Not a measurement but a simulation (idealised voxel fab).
Process module in this document: voxel fin reveal
Pictured: cross-section cut, 245 nm wide, on a grid of 5 nm square cells.
Cross-section layout: square cells on a grid; listed as bands, top to bottom; a band spans one or more cell rows. Within each band entry, the heights of the top and of the bottom of the band appear first, in that order and in nm; the materials of the band then follow from left to right, each with its corresponding width in nm. The designation "throughout" on a single material indicates that it fills the band from edge to edge; the designation "air" indicates empty space. Convention: height 0 is the level below which the wafer, as received, is all one material. The lowest band does not terminate at the bottom but continues downward, represented as "0 nm and below". It should be noted that a width expressed as "30 to 40" varies in equal increments from row to row of cells within the band, taking the value of the first number at the top row and that of the second number at the bottom row. "nothing changed", as given for a step, is the statement that not any cell of the cross-section underwent a change during that step. "Closed void catalog": empty spaces of 8 cells or more with no open way to the top, each given as width x height at distance, distance from the left edge, all in nm. Post-settings text on a step line: simulator's own remark regarding the step. When a step includes a mask, the "overlay nm" setting on its line states how far to the right of its planned place that mask lay, and negative values state how far to the left.
List of planned process steps
1: op RECEIVE | material Si
2: op CONFORMAL_DEP | material SiN | thk nm 10
3: op DIRECTIONAL_DEP | material aC | thk nm 15
4: op PATTERN | tone cover | mask id FINS | material resist | width nm 15 | pitch nm 45 | thk nm 30 | overlay nm 0
5: op DIRECTIONAL_ETCH | etch materials aC | depth nm 15
6: op STRIP | etch materials resist
7: op DIRECTIONAL_ETCH | etch materials SiN | depth nm 10
8: op DIRECTIONAL_ETCH | etch materials Si | depth nm 30
9: op STRIP | etch materials aC
10: op FILL_DEP | material SiO2 | thk nm 10
11: op CMP | height nm 10
12: op SELECTIVE_ETCH | etch materials SiO2 | depth nm 20
13: op STRIP | etch materials SiN
14: op CONFORMAL_DEP | material SiO2 | thk nm 5
Wafer, first of two, run as planned
So this is the incoming wafer in cross-section - it's already been through step 1
  0 nm and below  Si throughout
  Closed void catalog: none
Wafer section view after processing step 2
  10 nm to 0 nm  SiN throughout
  Whatever lies below 0 is exactly as it was before.
Wafer section view after processing step 3
  25 nm to 10 nm  aC throughout
  Whatever lies below 10 is exactly as it was before.
Wafer section view after processing step 4
  55 nm to 25 nm  90 air  15 resist  30 air  15 resist  95 air
  Whatever lies below 25 is exactly as it was before.
Wafer section view after processing step 5
  40 nm to 25 nm  90 air  15 resist  30 air  15 resist  95 air
  25 nm to 10 nm  90 air  15 aC  30 air  15 aC  95 air
  Whatever lies below 10 is exactly as it was before.
Wafer section view after processing step 6
  25 nm to 10 nm  90 air  15 aC  30 air  15 aC  95 air
  Whatever lies below 10 is exactly as it was before.
Wafer section view after processing step 7
  25 nm to 10 nm  90 air  15 aC  30 air  15 aC  95 air
  10 nm to 0 nm  90 air  15 SiN  30 air  15 SiN  95 air
  Whatever lies below 0 is exactly as it was before.
Wafer section view after processing step 8
  25 nm to 10 nm  90 air  15 aC  30 air  15 aC  95 air
  10 nm to 0 nm  90 air  15 SiN  30 air  15 SiN  95 air
  0 nm to -30 nm  90 air  15 Si  30 air  15 Si  95 air
  Whatever lies below -30 is exactly as it was before.
Wafer section view after processing step 9
  10 nm to 0 nm  90 air  15 SiN  30 air  15 SiN  95 air
  Whatever lies below 0 is exactly as it was before.
Wafer section view after processing step 10
  20 nm to 10 nm  SiO2 throughout
  10 nm to 0 nm  90 SiO2  15 SiN  30 SiO2  15 SiN  95 SiO2
  0 nm to -30 nm  90 SiO2  15 Si  30 SiO2  15 Si  95 SiO2
  Whatever lies below -30 is exactly as it was before.
Wafer section view after processing step 11
  10 nm to 0 nm  90 SiO2  15 SiN  30 SiO2  15 SiN  95 SiO2
  Whatever lies below 0 is exactly as it was before.
Wafer section view after processing step 12
  10 nm to 0 nm  90 air  15 SiN  30 air  15 SiN  95 air
  0 nm to -10 nm  90 air  15 Si  30 air  15 Si  95 air
  Whatever lies below -10 is exactly as it was before.
Wafer section view after processing step 13
  0 nm to -10 nm  90 air  15 Si  30 air  15 Si  95 air
  Whatever lies below -10 is exactly as it was before.
Wafer section view after processing step 14
  5 nm to 0 nm  85 air  25 SiO2  20 air  25 SiO2  90 air
  0 nm to -5 nm  85 air  5 SiO2  15 Si  5 SiO2  20 air  5 SiO2  15 Si  5 SiO2  90 air
  -5 nm to -30 nm  90 SiO2  15 Si  30 SiO2  15 Si  95 SiO2
  Whatever lies below -30 is exactly as it was before.
The second wafer began exactly as the first did and followed the same plan, but one mistake was made while running it; through step 3 inclusive, the two wafers are identical
Cross-sectional view of the second wafer at the intended end time of process step 4
  55 nm to 25 nm  90 resist  15 air  30 resist  15 air  95 resist
  Whatever lies below 25 is exactly as it was before.
Cross-sectional view of the second wafer at the intended end time of process step 5
  40 nm to 25 nm  90 resist  15 air  30 resist  15 air  95 resist
  25 nm to 10 nm  90 aC  15 air  30 aC  15 air  95 aC
  Whatever lies below 10 is exactly as it was before.
Cross-sectional view of the second wafer at the intended end time of process step 6
  25 nm to 10 nm  90 aC  15 air  30 aC  15 air  95 aC
  Whatever lies below 10 is exactly as it was before.
Cross-sectional view of the second wafer at the intended end time of process step 7
  25 nm to 10 nm  90 aC  15 air  30 aC  15 air  95 aC
  10 nm to 0 nm  90 SiN  15 air  30 SiN  15 air  95 SiN
  Whatever lies below 0 is exactly as it was before.
Cross-sectional view of the second wafer at the intended end time of process step 8
  25 nm to 10 nm  90 aC  15 air  30 aC  15 air  95 aC
  10 nm to 0 nm  90 SiN  15 air  30 SiN  15 air  95 SiN
  0 nm to -30 nm  90 Si  15 air  30 Si  15 air  95 Si
  Whatever lies below -30 is exactly as it was before.
Cross-sectional view of the second wafer at the intended end time of process step 9
  10 nm to 0 nm  90 SiN  15 air  30 SiN  15 air  95 SiN
  Whatever lies below 0 is exactly as it was before.
Cross-sectional view of the second wafer at the intended end time of process step 10
  20 nm to 10 nm  SiO2 throughout
  10 nm to 0 nm  90 SiN  15 SiO2  30 SiN  15 SiO2  95 SiN
  0 nm to -30 nm  90 Si  15 SiO2  30 Si  15 SiO2  95 Si
  Whatever lies below -30 is exactly as it was before.
Cross-sectional view of the second wafer at the intended end time of process step 11
  10 nm to 0 nm  90 SiN  15 SiO2  30 SiN  15 SiO2  95 SiN
  Whatever lies below 0 is exactly as it was before.
Cross-sectional view of the second wafer at the intended end time of process step 12
  10 nm to 0 nm  90 SiN  15 air  30 SiN  15 air  95 SiN
  0 nm to -10 nm  90 Si  15 air  30 Si  15 air  95 Si
  Whatever lies below -10 is exactly as it was before.
Cross-sectional view of the second wafer at the intended end time of process step 13
  0 nm to -10 nm  90 Si  15 air  30 Si  15 air  95 Si
  Whatever lies below -10 is exactly as it was before.
Cross-sectional view of the second wafer at the intended end time of process step 14
  5 nm to 0 nm  95 SiO2  5 air  40 SiO2  5 air  100 SiO2
  0 nm to -5 nm  90 Si  5 SiO2  5 air  5 SiO2  30 Si  5 SiO2  5 air  5 SiO2  95 Si
  -5 nm to -30 nm  90 Si  15 SiO2  30 Si  15 SiO2  95 Si
  Whatever lies below -30 is exactly as it was before.
Processing error: so step 4 ended up running with a different setting than we planned, it ran as op PATTERN | tone open | mask id FINS | material resist | width nm 15 | pitch nm 45 | thk nm 30 | overlay nm 0
Materials where the second wafer ends with more or fewer cells than the first: +222 Si; -148 SiO2
